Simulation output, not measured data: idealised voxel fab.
Process module name: voxel fin reveal
cross-section cut | 165 nm wide | cells 5 nm
Just so we're on the same page, the cross-sections are grids of square cells, and they're listed out in bands top to bottom, each band one or more rows deep. The band entry comprises the height of the band's top followed by the height of its bottom, expressed in nm, and subsequently the band's materials from left to right, each stated together with its width in nm. Where a single material is marked with the word "throughout", that material fills the band from edge to edge. The word "blank" represents empty space. Convention: height 0 is the level below which the wafer, as received, is all one material. The lowest band does not terminate at the bottom but continues downward, represented as "0..down". The notation "30..40" denotes a width that varies across the rows of cells in the band, beginning at the first number in the top row, finishing at the second number in the bottom row, and changing by an identical amount from each row to the next. "nothing different" (step): cross-section cells unchanged, all of them. Look at "Internal closed voids" for the closed voids: empty spaces with no open path to the top, sized 8 cells or up. Each is width x height at distance, distance from the left edge, all nm. The remark found on a step's line after its settings is issued by the simulator itself and pertains to that step. The "overlay nm" setting may appear on a step's line; for a step that uses a mask, it gives how far to the right of its planned position the mask lay, and a negative value indicates the left.
# Planned process steps
1. RECEIVE: material Si
2. CONFORMAL_DEP: material SiN, thk nm 10
3. PATTERN: tone cover, mask id FINS, material resist, width nm 15, pitch nm 35, thk nm 20, overlay nm 0
4. DIRECTIONAL_ETCH: etch materials SiN, depth nm 10
5. DIRECTIONAL_ETCH: etch materials Si, depth nm 30
6. STRIP: etch materials resist
7. FILL_DEP: material SiO2, thk nm 10
8. CMP: height nm 10
9. SELECTIVE_ETCH: etch materials SiO2, depth nm 25
10. STRIP: etch materials SiN
# First wafer out of two, processed as planned
# This is the cross-section of the wafer as we received it, i.e. after step 1
    0..down: Si throughout
    Internal closed voids: none
# Take a look at the wafer's cross-section after step 2
    10..0: SiN throughout
    Everything under 0 stays put, no change at all.
# Take a look at the wafer's cross-section after step 3
    30..10: blank (55), resist (15), blank (20), resist (15), blank (60)
    Everything under 10 stays put, no change at all.
# Take a look at the wafer's cross-section after step 4
    30..10: blank (55), resist (15), blank (20), resist (15), blank (60)
    10..0: blank (55), SiN (15), blank (20), SiN (15), blank (60)
    Everything under 0 stays put, no change at all.
# Take a look at the wafer's cross-section after step 5
    30..10: blank (55), resist (15), blank (20), resist (15), blank (60)
    10..0: blank (55), SiN (15), blank (20), SiN (15), blank (60)
    0..-30: blank (55), Si (15), blank (20), Si (15), blank (60)
    Everything under -30 stays put, no change at all.
# Take a look at the wafer's cross-section after step 6
    10..0: blank (55), SiN (15), blank (20), SiN (15), blank (60)
    Everything under 0 stays put, no change at all.
# Take a look at the wafer's cross-section after step 7
    20..10: SiO2 throughout
    10..0: SiO2 (55), SiN (15), SiO2 (20), SiN (15), SiO2 (60)
    0..-30: SiO2 (55), Si (15), SiO2 (20), Si (15), SiO2 (60)
    Everything under -30 stays put, no change at all.
# Take a look at the wafer's cross-section after step 8
    10..0: SiO2 (55), SiN (15), SiO2 (20), SiN (15), SiO2 (60)
    Everything under 0 stays put, no change at all.
# Take a look at the wafer's cross-section after step 9
    10..0: blank (55), SiN (15), blank (20), SiN (15), blank (60)
    0..-15: blank (55), Si (15), blank (20), Si (15), blank (60)
    Everything under -15 stays put, no change at all.
# Take a look at the wafer's cross-section after step 10
    0..-15: blank (55), Si (15), blank (20), Si (15), blank (60)
    Everything under -15 stays put, no change at all.
# Notes, second wafer: start = first wafer's, plan = first wafer's, execution had one mistake; history identical to first through step 4
# Look at the second wafer in cross-section at the time step 5 ought to have finished
    30..10: blank (55), resist (15), blank (20), resist (15), blank (60)
    10..0: blank (55), SiN (15), blank (20), SiN (15), blank (60)
    0..-35: blank (55), Si (15), blank (20), Si (15), blank (60)
    Everything under -35 stays put, no change at all.
# Look at the second wafer in cross-section at the time step 6 ought to have finished
    10..0: blank (55), SiN (15), blank (20), SiN (15), blank (60)
    Everything under 0 stays put, no change at all.
# Look at the second wafer in cross-section at the time step 7 ought to have finished
    20..10: SiO2 throughout
    10..0: SiO2 (55), SiN (15), SiO2 (20), SiN (15), SiO2 (60)
    0..-35: SiO2 (55), Si (15), SiO2 (20), Si (15), SiO2 (60)
    Everything under -35 stays put, no change at all.
# Look at the second wafer in cross-section at the time step 8 ought to have finished
    10..0: SiO2 (55), SiN (15), SiO2 (20), SiN (15), SiO2 (60)
    Everything under 0 stays put, no change at all.
# Look at the second wafer in cross-section at the time step 9 ought to have finished
    10..0: blank (55), SiN (15), blank (20), SiN (15), blank (60)
    0..-15: blank (55), Si (15), blank (20), Si (15), blank (60)
    Everything under -15 stays put, no change at all.
# Look at the second wafer in cross-section at the time step 10 ought to have finished
    0..-15: blank (55), Si (15), blank (20), Si (15), blank (60)
    Everything under -15 stays put, no change at all.
What went wrong in running the wafer? step 5 ran differently from the plan; actual operation with settings: DIRECTIONAL_ETCH: etch materials Si, depth nm 35
Final wafer comparison in cells, second versus first, more or fewer per material: -27 Si; +27 SiO2
